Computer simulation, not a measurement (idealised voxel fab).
Process module name: voxel self aligned vias
Square cell edge 5 nm, section width 285 nm, ID cut.
We lay out every cross-section as a grid of square cells and spell it out in bands from the top down, where one band means one or more rows of cells.
Look at the band entry: it leads with the top's height and the bottom's height in nm. Then it lists the materials left to right, with a width in nm for each. The word "edge to edge" on a single material says that material fills the band edge to edge. The word "air" is empty space.
It should be noted that heights are counted from 0, beneath which the wafer as supplied is of one material throughout, and that the lowest band possesses no lower boundary but continues downward, as written in "0 nm and below".
Quick explanation for "30->40": the width changes in equal steps down the rows of cells, from the first number in the band's top row to the second number in its bottom row.
Basically "nothing different" means that step didn't change any cell in the cross-section.
"Fully sealed voids" contains a list of empty spaces, each no smaller than 8 cells and without an open way to the top, written in the form width x height at distance with the distance from the left edge and all three in nm.
Post-settings text on a step line: simulator's own remark regarding the step.
You can add "overlay nm" to a step's line. For a step with a mask, it describes how far the mask lay to the right of its planned position, and a negative number describes a lay to the left.
Process steps - plan
1 RECEIVE [material Si]
2 CONFORMAL_DEP [material SiO2] [thk nm 10]
3 CONFORMAL_DEP [material SiCN] [thk nm 5]
4 DIRECTIONAL_DEP [material SiO2] [thk nm 30]
5 PATTERN [tone open] [mask id LINES] [material resist] [width nm 30] [pitch nm 60] [thk nm 15] [overlay nm 0]
6 DIRECTIONAL_ETCH [etch materials SiO2] [depth nm 30]
7 STRIP [etch materials resist]
8 CONFORMAL_DEP [material TiN] [thk nm 5]
9 FILL_DEP [material W] [thk nm 5]
10 CMP [height nm 45]
11 SELECTIVE_ETCH [etch materials W Ru TiN] [depth nm 10]
12 FILL_DEP [material SiN] [thk nm 5]
13 CMP [height nm 45]
14 DIRECTIONAL_DEP [material SiO2] [thk nm 15]
15 MASKED_ETCH [tone open] [mask id VIAS] [width nm 40] [pitch nm 60] [etch materials SiO2] [depth nm 15] [overlay nm 0]
16 MASKED_ETCH [tone open] [mask id VIAS] [width nm 40] [pitch nm 60] [etch materials SiN] [depth nm 10] [overlay nm 0]
17 CONFORMAL_DEP [material TiN] [thk nm 5]
18 FILL_DEP [material W] [thk nm 10]
19 CMP [height nm 60]
20 CONFORMAL_DEP [material SiCN] [thk nm 5]
Received-state cross-section, reflecting completion of step 1
    0 nm and below = Si edge to edge
    Fully sealed voids: none
Wafer cross-section at module end: first of two, run to plan
    65 nm to 60 nm = SiCN edge to edge
    60 nm to 50 nm = 90 of SiO2  5 of TiN  30 of W  5 of TiN  20 of SiO2  5 of TiN  30 of W  5 of TiN  95 of SiO2
    50 nm to 40 nm = 90->95 of SiO2  10->5 of TiN  20 of W  10->5 of TiN  20->30 of SiO2  10->5 of TiN  20 of W  10->5 of TiN  95->100 of SiO2
    40 nm to 35 nm = 95 of SiO2  30 of TiN  30 of SiO2  30 of TiN  100 of SiO2
    35 nm to 20 nm = 95 of SiO2  5 of TiN  20 of W  5 of TiN  30 of SiO2  5 of TiN  20 of W  5 of TiN  100 of SiO2
    20 nm to 15 nm = 95 of SiO2  30 of TiN  30 of SiO2  30 of TiN  100 of SiO2
    15 nm to 10 nm = SiCN edge to edge
    10 nm to 0 nm = SiO2 edge to edge
    0 nm and below = Si edge to edge
    Fully sealed voids: none
Second wafer of the two, sectioned at the end of the module. It began like the first and followed the same plan, but one mistake was made while running it
    65 nm to 60 nm = SiCN edge to edge
    60 nm to 50 nm = 100 of SiO2  5 of TiN  30 of W  5 of TiN  20 of SiO2  5 of TiN  30 of W  5 of TiN  85 of SiO2
    50 nm to 45 nm = 100 of SiO2  5 of TiN  15 of W  20 of TiN  20 of SiO2  5 of TiN  15 of W  20 of TiN  85 of SiO2
    45 nm to 40 nm = 95 of SiO2  5 of SiN  5 of TiN  15 of W  5 of TiN  30 of SiO2  5 of SiN  5 of TiN  15 of W  5 of TiN  100 of SiO2
    40 nm to 35 nm = 95 of SiO2  5 of SiN  25 of TiN  30 of SiO2  5 of SiN  25 of TiN  100 of SiO2
    35 nm to 20 nm = 95 of SiO2  5 of TiN  20 of W  5 of TiN  30 of SiO2  5 of TiN  20 of W  5 of TiN  100 of SiO2
    20 nm to 15 nm = 95 of SiO2  30 of TiN  30 of SiO2  30 of TiN  100 of SiO2
    15 nm to 10 nm = SiCN edge to edge
    10 nm to 0 nm = SiO2 edge to edge
    0 nm and below = Si edge to edge
    Fully sealed voids: none
Against the plan, the run slipped here: step 15 was run on a setting that differed from the plan, and what really ran there is MASKED_ETCH [tone open] [mask id VIAS] [width nm 40] [pitch nm 60] [etch materials SiO2] [depth nm 15] [overlay nm 10]
Upon completion, the second wafer contains, in terms of cells, a greater or smaller amount of certain materials than the first wafer: 4 more of SiN, 4 fewer of W
